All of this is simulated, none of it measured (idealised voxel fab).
voxel capacitor over wiring: a process module
We display cut, a cross-section 200 nm in width whose square cells are each 5 nm.
Notation: cross-section as square-cell grid; stated in bands, top first, going down; one or more cell rows per band. Within each band entry, the heights of the top and of the bottom of the band appear first, in that order and in nm; the materials of the band then follow from left to right, each with its corresponding width in nm. The designation "edge to edge" on a single material indicates that it fills the band from edge to edge; the designation "air" indicates empty space. Height is counted from the level 0, under which the received wafer is composed throughout of one material. The lowest of the bands is not closed at the bottom but continues downward, in the notation "from 0 down". Quick explanation for "30->40": the width changes in equal steps down the rows of cells, from the first number in the band's top row to the second number in its bottom row. Reading "remained the same" for a step: not a cell of the cross-section changed in it. Entry "Closed internal cavities" = empty spaces >= 8 cells with no open way to the top; each as width x height at distance, distance from left edge, all nm. On each step's line, the part that comes after the settings is the simulator's own comment on the step. If you see "overlay nm" on a step's line and that step has a mask, it's telling you how far right of where it was planned the mask ended up; a negative number means it went left instead.
Steps planned for the process
1 RECEIVE,material Si
2 CONFORMAL_DEP,material SiO2,thk nm 10
3 DIRECTIONAL_DEP,material TiN,thk nm 5
4 DIRECTIONAL_DEP,material W,thk nm 15
5 MASKED_ETCH,tone cover,mask id METAL_1,width nm 30,pitch nm 90,etch materials W,depth nm 15,overlay nm 0
6 MASKED_ETCH,tone cover,mask id METAL_1,width nm 30,pitch nm 90,etch materials TiN,depth nm 5,overlay nm 0
7 CONFORMAL_DEP,material SiCN,thk nm 5
8 FILL_DEP,material lowk,thk nm 10
9 CMP,height nm 30
10 CONFORMAL_DEP,material SiCN,thk nm 5
11 DIRECTIONAL_DEP,material lowk,thk nm 10
12 PATTERN,tone open,mask id PLUG_1,material resist,width nm 15,thk nm 15,overlay nm 0
13 DIRECTIONAL_ETCH,etch materials lowk,depth nm 10
14 DIRECTIONAL_ETCH,etch materials SiCN,depth nm 5
15 STRIP,etch materials resist
16 EPI,material Ru,thk nm 10
17 EPI,material Ru,thk nm 5
18 DIRECTIONAL_DEP,material TiN,thk nm 5
19 DIRECTIONAL_DEP,material HfO2,thk nm 5
20 DIRECTIONAL_DEP,material TiN,thk nm 10
21 DIRECTIONAL_DEP,material aC,thk nm 10
22 PATTERN,tone cover,mask id UPPER_PLATE,material resist,width nm 65,thk nm 25,overlay nm 0
23 DIRECTIONAL_ETCH,etch materials aC,depth nm 10
24 STRIP,etch materials resist
25 DIRECTIONAL_ETCH,etch materials TiN,depth nm 10
26 DIRECTIONAL_ETCH,etch materials HfO2,depth nm 5
27 STRIP,etch materials aC
28 PATTERN,tone cover,mask id LOWER_PLATE,material resist,width nm 75,thk nm 20,overlay nm 0
29 DIRECTIONAL_ETCH,etch materials TiN,depth nm 5
30 STRIP,etch materials resist
31 FILL_DEP,material SiO2,thk nm 20
32 CMP,height nm 80
33 DIRECTIONAL_DEP,material aC,thk nm 10
34 PATTERN,tone open,mask id PLUG_2,material resist,width nm 15,thk nm 30,overlay nm 0
35 DIRECTIONAL_ETCH,etch materials aC,depth nm 10
36 STRIP,etch materials resist
37 DIRECTIONAL_ETCH,etch materials SiO2,depth nm 15
38 STRIP,etch materials aC
39 CONFORMAL_DEP,material TiN,thk nm 5
40 FILL_DEP,material Cu,thk nm 5
41 CMP,height nm 80
42 CONFORMAL_DEP,material SiCN,thk nm 5
Received-state cross-section, reflecting completion of step 1
  from 0 down | Si edge to edge
  Closed internal cavities: none
Post-module cross-section of the first of two wafers (run per plan)
  from 85 to 80 | SiCN edge to edge
  from 80 to 70 | 65 SiO2, 5 TiN, 5 Cu, 5 TiN, 120 SiO2
  from 70 to 65 | 65 SiO2, 15 TiN, 120 SiO2
  from 65 to 55 | 55 SiO2, 65 TiN, 80 SiO2
  from 55 to 50 | 55 SiO2, 65 HfO2, 80 SiO2
  from 50 to 45 | 50 SiO2, 75 TiN, 75 SiO2
  from 45 to 35 | 55 lowk, 15 Ru, 130 lowk
  from 35 to 30 | 55 SiCN, 15 Ru, 130 SiCN
  from 30 to 15 | 35 lowk, 5 SiCN, 30 W, 5 SiCN, 50 lowk, 5 SiCN, 30 W, 5 SiCN, 35 lowk
  from 15 to 10 | 40 SiCN, 30 TiN, 60 SiCN, 30 TiN, 40 SiCN
  from 10 to 0 | SiO2 edge to edge
  from 0 down | Si edge to edge
  Closed internal cavities: none
So this is wafer number two of the two, cut at the end of the module - it started where the first did and had the same plan, we just got one thing wrong running it
  from 85 to 80 | SiCN edge to edge
  from 80 to 75 | 65 SiO2, 15 TiN, 120 SiO2
  from 75 to 65 | 55 SiO2, 25 TiN, 120 SiO2
  from 65 to 60 | 55 SiO2, 25 HfO2, 40 TiN, 80 SiO2
  from 60 to 55 | 50 SiO2, 70 TiN, 80 SiO2
  from 55 to 50 | 45 SiO2, 35 Ru, 40 HfO2, 80 SiO2
  from 50 to 45 | 45 SiO2, 35 Ru, 45 TiN, 75 SiO2
  from 45 to 35 | 55 lowk, 15 Ru, 130 lowk
  from 35 to 30 | 55 SiCN, 15 Ru, 130 SiCN
  from 30 to 15 | 35 lowk, 5 SiCN, 30 W, 5 SiCN, 50 lowk, 5 SiCN, 30 W, 5 SiCN, 35 lowk
  from 15 to 10 | 40 SiCN, 30 TiN, 60 SiCN, 30 TiN, 40 SiCN
  from 10 to 0 | SiO2 edge to edge
  from 0 down | Si edge to edge
  Closed internal cavities: none
Processing error: twice, step 16 of the plan was run
Cell-count delta at end, second wafer over first, by material: 2 fewer of Cu | 14 more of Ru | 8 fewer of SiO2 | 4 fewer of TiN
